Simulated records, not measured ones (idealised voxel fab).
process module | voxel wiring stack
Displayed cross-section: cut, width of 185 nm, square cells sized 5 nm.
Cross-section layout: square cells on a grid; listed as bands, top to bottom; a band spans one or more cell rows. Look at the band entry: it leads with the top's height and the bottom's height in nm. Then it lists the materials left to right, with a width in nm for each. The word "full width" on a single material says that material fills the band edge to edge. The word "blank" is empty space. Heights are reckoned from 0. Under this level, the received wafer is all of one material. The bottommost band is open-ended downward, for example "0 nm and below". You'd read "30 to 40" like this: the band's top row of cells is as wide as the first number, its bottom row is as wide as the second, and going down, every row changes width by the same amount as the row before did. Reading "nothing got changed" for a step: not a cell of the cross-section changed in it. "Enclosed voids" enumerates empty spaces isolated from the top, with no open way to it, that contain at least 8 cells, giving each as width x height at distance from the left edge, all three in nm. Text after the settings on a step's line: the simulator's own remark on that step. "overlay nm" answers the question of how far to the right of plan the mask lay on a step that has a mask, and when it is negative the answer is to the left.

-- Process steps foreseen in the plan
step 1: RECEIVE | material Si
step 2: CONFORMAL_DEP | material SiO2 | thk nm 15
step 3: DIRECTIONAL_DEP | material TiN | thk nm 5
step 4: DIRECTIONAL_DEP | material Ru | thk nm 25
step 5: PATTERN | tone cover | mask id METAL_1 | material resist | width nm 30 | pitch nm 45 | thk nm 15 | overlay nm 0
step 6: DIRECTIONAL_ETCH | etch materials Ru | depth nm 25
step 7: DIRECTIONAL_ETCH | etch materials TiN | depth nm 5
step 8: STRIP | etch materials resist
step 9: CONFORMAL_DEP | material SiCN | thk nm 5
step 10: FILL_DEP | material SiO2 | thk nm 5
step 11: CMP | height nm 45
step 12: CONFORMAL_DEP | material SiCN | thk nm 5
step 13: DIRECTIONAL_DEP | material lowk | thk nm 10
step 14: DIRECTIONAL_DEP | material aC | thk nm 15
step 15: PATTERN | tone open | mask id PLUG_1 | material resist | width nm 15 | pitch nm 90 | thk nm 30 | overlay nm 0
step 16: DIRECTIONAL_ETCH | etch materials aC | depth nm 15
step 17: STRIP | etch materials resist
step 18: DIRECTIONAL_ETCH | etch materials lowk | depth nm 10
step 19: DIRECTIONAL_ETCH | etch materials SiCN | depth nm 5
step 20: STRIP | etch materials aC
step 21: EPI | material Ru | thk nm 10
step 22: EPI | material Ru | thk nm 5
step 23: CONFORMAL_DEP | material SiN | thk nm 5
step 24: DIRECTIONAL_DEP | material lowk | thk nm 25
step 25: MASKED_ETCH | tone open | mask id METAL_2 | width nm 30 | pitch nm 45 | etch materials lowk | depth nm 25 | overlay nm 0
step 26: MASKED_ETCH | tone open | mask id METAL_2 | width nm 30 | pitch nm 45 | etch materials SiN | depth nm 5 | overlay nm 0
step 27: CONFORMAL_DEP | material TiN | thk nm 5
step 28: FILL_DEP | material Cu | thk nm 5
step 29: CMP | height nm 90
step 30: EPI | material Ru | thk nm 5
step 31: FILL_DEP | material SiCN | thk nm 5
step 32: DIRECTIONAL_DEP | material lowk | thk nm 25
step 33: DIRECTIONAL_DEP | material aC | thk nm 15
step 34: PATTERN | tone open | mask id METAL_3_HOLES | material resist | width nm 15 | pitch nm 45 | thk nm 35 | overlay nm 0
step 35: DIRECTIONAL_ETCH | etch materials aC | depth nm 15
step 36: STRIP | etch materials resist
step 37: DIRECTIONAL_ETCH | etch materials lowk | depth nm 25
step 38: STRIP | etch materials aC
step 39: DIRECTIONAL_DEP | material aC | thk nm 10
step 40: PATTERN | tone open | mask id METAL_3 | material resist | width nm 30 | pitch nm 45 | thk nm 30 | overlay nm 0
step 41: DIRECTIONAL_ETCH | etch materials aC | depth nm 10
step 42: STRIP | etch materials resist
step 43: DIRECTIONAL_ETCH | etch materials lowk | depth nm 15
step 44: DIRECTIONAL_ETCH | etch materials SiCN | depth nm 5
step 45: STRIP | etch materials aC
step 46: CONFORMAL_DEP | material TiN | thk nm 5
step 47: FILL_DEP | material Cu | thk nm 10
step 48: CMP | height nm 125
step 49: CONFORMAL_DEP | material SiN | thk nm 5

-- Received-state cross-section, reflecting completion of step 1
- 0 nm and below: Si full width
- Enclosed voids: none

-- Sectioned view, first of two wafers, at the close of the module, processed as intended in the plan
- 130 nm to 125 nm: SiN full width
- 125 nm to 115 nm: lowk: 30, then TiN: 5, then Cu: 20, then TiN: 5, then lowk: 15, then TiN: 5, then Cu: 20, then TiN: 5, then lowk: 15, then TiN: 5, then Cu: 20, then TiN: 5, then lowk: 35
- 115 nm to 110 nm: lowk: 30, then TiN: 5, then Cu: 5, then TiN: 20, then lowk: 15, then TiN: 5, then Cu: 5, then TiN: 20, then lowk: 15, then TiN: 5, then Cu: 5, then TiN: 20, then lowk: 35
- 110 nm to 100 nm: lowk: 30, then TiN: 5, then Cu: 5, then TiN: 5, then lowk: 30, then TiN: 5, then Cu: 5, then TiN: 5, then lowk: 30, then TiN: 5, then Cu: 5, then TiN: 5, then lowk: 50
- 100 nm to 95 nm: SiCN: 30, then TiN: 15, then SiCN: 30, then TiN: 15, then SiCN: 30, then TiN: 15, then SiCN: 50
- 95 nm to 90 nm: SiCN: 25, then Ru: 40, then SiCN: 5, then Ru: 40, then SiCN: 5, then Ru: 40, then SiCN: 30
- 90 nm to 65 nm: lowk: 30, then TiN: 5, then Cu: 20, then TiN: 5, then lowk: 15, then TiN: 5, then Cu: 20, then TiN: 5, then lowk: 15, then TiN: 5, then Cu: 20, then TiN: 5, then lowk: 35
- 65 nm to 60 nm: SiN: 30, then TiN: 30, then SiN: 15, then TiN: 30, then SiN: 15, then TiN: 30, then SiN: 35
- 60 nm to 50 nm: lowk: 30, then Ru: 15, then lowk: 75, then Ru: 15, then lowk: 50
- 50 nm to 45 nm: SiCN: 30, then Ru: 15, then SiCN: 75, then Ru: 15, then SiCN: 50
- 45 nm to 20 nm: SiO2: 25, then SiCN: 5, then Ru: 30, then SiCN: 5, then SiO2: 5, then SiCN: 5, then Ru: 30, then SiCN: 5, then SiO2: 5, then SiCN: 5, then Ru: 30, then SiCN: 5, then SiO2: 30
- 20 nm to 15 nm: SiCN: 30, then TiN: 30, then SiCN: 15, then TiN: 30, then SiCN: 15, then TiN: 30, then SiCN: 35
- 15 nm to 0 nm: SiO2 full width
- 0 nm and below: Si full width
- Enclosed voids: none

-- Wafer two cross-section, module end. Start and plan unchanged from wafer one; one mistake made during the run
- 130 nm to 125 nm: SiN full width
- 125 nm to 120 nm: SiCN: 30, then TiN: 30, then SiCN: 15, then TiN: 30, then SiCN: 15, then TiN: 30, then SiCN: 35
- 120 nm to 115 nm: SiCN: 25, then lowk: 40, then SiCN: 5, then lowk: 40, then SiCN: 5, then lowk: 40, then SiCN: 30
- 115 nm to 95 nm: lowk full width
- 95 nm to 90 nm: lowk: 25, then Ru: 40, then lowk: 5, then Ru: 40, then lowk: 5, then Ru: 40, then lowk: 30
- 90 nm to 65 nm: lowk: 30, then TiN: 5, then Cu: 20, then TiN: 5, then lowk: 15, then TiN: 5, then Cu: 20, then TiN: 5, then lowk: 15, then TiN: 5, then Cu: 20, then TiN: 5, then lowk: 35
- 65 nm to 60 nm: SiN: 30, then TiN: 30, then SiN: 15, then TiN: 30, then SiN: 15, then TiN: 30, then SiN: 35
- 60 nm to 50 nm: lowk: 30, then Ru: 15, then lowk: 75, then Ru: 15, then lowk: 50
- 50 nm to 45 nm: SiCN: 30, then Ru: 15, then SiCN: 75, then Ru: 15, then SiCN: 50
- 45 nm to 20 nm: SiO2: 25, then SiCN: 5, then Ru: 30, then SiCN: 5, then SiO2: 5, then SiCN: 5, then Ru: 30, then SiCN: 5, then SiO2: 5, then SiCN: 5, then Ru: 30, then SiCN: 5, then SiO2: 30
- 20 nm to 15 nm: SiCN: 30, then TiN: 30, then SiCN: 15, then TiN: 30, then SiCN: 15, then TiN: 30, then SiCN: 35
- 15 nm to 0 nm: SiO2 full width
- 0 nm and below: Si full width
- Enclosed voids: none
What broke from the plan during processing? swap of plan steps 31 and 32 during execution
Final difference in cells, second wafer against first, listed per material as more or fewer: Cu: 33 fewer | SiCN: 9 fewer | TiN: 30 fewer | lowk: 72 more
